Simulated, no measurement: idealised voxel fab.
The following is a process module called voxel gate over fins.
Square cell edge 5 nm, section width 185 nm, ID cut.
Cross-section format: a grid of square cells, given as bands from top to bottom; each band is one or more rows of cells.
Within each band entry, the heights of the top and of the bottom of the band appear first, in that order and in nm; the materials of the band then follow from left to right, each with its corresponding width in nm. The designation "everywhere" on a single material indicates that it fills the band from edge to edge; the designation "blank" indicates empty space.
Heads up on the height convention: 0 is the point under which the incoming wafer is all one material, and the lowest band has no bottom, it just keeps going down, like "0..down".
So if you see something like "30->40" for the width, read it as the top row of the band sitting at the first number and the bottom row at the second, with every row in between moving by the same amount as the last.
You'll sometimes find "no modifications" written for a step, and that's the way of saying that nowhere in the cross-section did a cell change during that step.
In "Sealed cavities" the enclosed voids are listed, meaning empty spaces of 8 cells or larger without any opening to the top. The form is width x height at distance, distance from the left edge, units nm.
The remark found on a step's line after its settings is issued by the simulator itself and pertains to that step.
overlay nm, on a step with a mask: how far to the right of its planned place the mask lay; to the left if negative

**The following list gives the planned process steps**
1) RECEIVE,material Si
2) CONFORMAL_DEP,material SiN,thk nm 5
3) DIRECTIONAL_DEP,material aC,thk nm 15
4) PATTERN,tone cover,mask id FINS,material resist,width nm 15,pitch nm 35,thk nm 30,overlay nm 0
5) DIRECTIONAL_ETCH,etch materials aC,depth nm 15
6) STRIP,etch materials resist
7) DIRECTIONAL_ETCH,etch materials SiN,depth nm 5
8) DIRECTIONAL_ETCH,etch materials Si,depth nm 30
9) STRIP,etch materials aC
10) OXIDIZE,depth nm 5
11) FILL_DEP,material SiO2,thk nm 15
12) CMP,height nm 5
13) SELECTIVE_ETCH,etch materials SiO2,depth nm 15
14) STRIP,etch materials SiN
15) CONFORMAL_DEP,material HfO2,thk nm 5
16) CONFORMAL_DEP,material TiN,thk nm 5
17) CONFORMAL_DEP,material TiAl,thk nm 5
18) CONFORMAL_DEP,material TiN,thk nm 5
19) FILL_DEP,material W,thk nm 10
20) CMP,height nm 25
21) CONFORMAL_DEP,material SiCN,thk nm 5

**Wafer as received: cross-section following step 1**
    0..down | Si everywhere
    Sealed cavities: none

**Final wafer profile in cross-section after the module, from the same start and plan as above, with one mistake made during processing**
    30..25 | SiCN everywhere
    25..15 | W everywhere
    15..5 | 20 W; 140 TiN; 25 W
    5..0 | 30 TiN; 15 HfO2; 20 TiN; 15 HfO2; 20 TiN; 15 HfO2; 20 TiN; 15 HfO2; 35 TiN
    0..-5 | 30 TiN; 5 HfO2; 5 Si; 5 HfO2; 20 TiN; 5 HfO2; 5 Si; 5 HfO2; 20 TiN; 5 HfO2; 5 Si; 5 HfO2; 20 TiN; 5 HfO2; 5 Si; 5 HfO2; 35 TiN
    -5..-10 | 35 HfO2; 5 Si; 30 HfO2; 5 Si; 30 HfO2; 5 Si; 30 HfO2; 5 Si; 40 HfO2
    -10..-35 | 35 SiO2; 5 Si; 30 SiO2; 5 Si; 30 SiO2; 5 Si; 30 SiO2; 5 Si; 40 SiO2
    -35..down | Si everywhere
    Sealed cavities: none
It is concluded that the wafer was processed incorrectly with respect to the plan, in that step 17 was left out
